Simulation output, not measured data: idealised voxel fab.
Herein follows the process module entitled voxel self aligned contacts.
Cross-section cut spans 185 nm and uses square cells 5 nm in size.
Think of the cross-section as a grid of square cells. We describe it in bands, top to bottom, and each band covers one or more rows of those cells.
Each band's line starts with the height of the band's top and of its bottom, in nm. Then come its materials from left to right, each with its width in nm. One material with "everywhere" fills the band from edge to edge. "blank" is empty space.
We count height from 0. Below that, the starting wafer is all one material. The lowest band never ends at the bottom but goes on down; see "0..down" for how that is written.
Quick explanation for "30 to 40": the width changes in equal steps down the rows of cells, from the first number in the band's top row to the second number in its bottom row.
"no modification" -> step changed no cross-section cell.
"Closed void register" lists enclosed empty spaces (at least 8 cells, no open path upward to the top), each as width x height at distance from the left edge, in nm.
Post-settings text on a step line: simulator's own remark regarding the step.
For masked steps, "overlay nm" on the step line gives how far right of plan the mask actually lay; a minus sign means it lay to the left.
Process steps foreseen in the plan
1 RECEIVE with material Si
2 CONFORMAL_DEP with material SiO2, thk nm 5
3 DIRECTIONAL_DEP with material polySi, thk nm 30
4 DIRECTIONAL_DEP with material SiN, thk nm 20
5 MASKED_ETCH with tone cover, mask id GATE, width nm 25, pitch nm 60, etch materials SiN, depth nm 20, overlay nm 0
6 MASKED_ETCH with tone cover, mask id GATE, width nm 25, pitch nm 60, etch materials polySi, depth nm 30, overlay nm 0
7 CONFORMAL_DEP with material SiN, thk nm 10
8 DIRECTIONAL_ETCH with etch materials SiN, depth nm 10
9 FILL_DEP with material SiO2, thk nm 10
10 CMP with height nm 60
11 DIRECTIONAL_DEP with material aC, thk nm 10
12 PATTERN with tone open, mask id CONTACT, material resist, width nm 45, thk nm 25, overlay nm 0
13 DIRECTIONAL_ETCH with etch materials aC, depth nm 10
14 STRIP with etch materials resist
15 DIRECTIONAL_ETCH with etch materials SiO2, depth nm 60
16 STRIP with etch materials aC
17 CONFORMAL_DEP with material TiN, thk nm 5
18 FILL_DEP with material Ru, thk nm 10
19 CMP with height nm 60
20 CONFORMAL_DEP with material SiCN, thk nm 5
Cross-section of the wafer at receipt, which is the condition after step 1
0..down: Si everywhere
Closed void register: none
Cross-sectional result after module completion. Note: starting condition and plan are unchanged from above; one processing mistake was made
65..60: SiCN everywhere
60..50: 70 of SiO2, 5 to 20 of TiN, 35 to 5 of Ru, 5 to 20 of TiN, 70 of SiO2
50..30: 40 of SiO2, 45 of SiN, 5 of TiN, 5 of Ru, 5 of TiN, 45 of SiN, 40 of SiO2
30..5: 40 of SiO2, 10 of SiN, 25 of polySi, 10 of SiN, 5 of TiN, 5 of Ru, 5 of TiN, 10 of SiN, 25 of polySi, 10 of SiN, 40 of SiO2
5..0: 40 of SiO2, 10 of SiN, 25 of polySi, 10 of SiN, 15 of TiN, 10 of SiN, 25 of polySi, 10 of SiN, 40 of SiO2
0..down: Si everywhere
Closed void register: none
what went wrong: step 2 was dropped from the plan's execution and never run
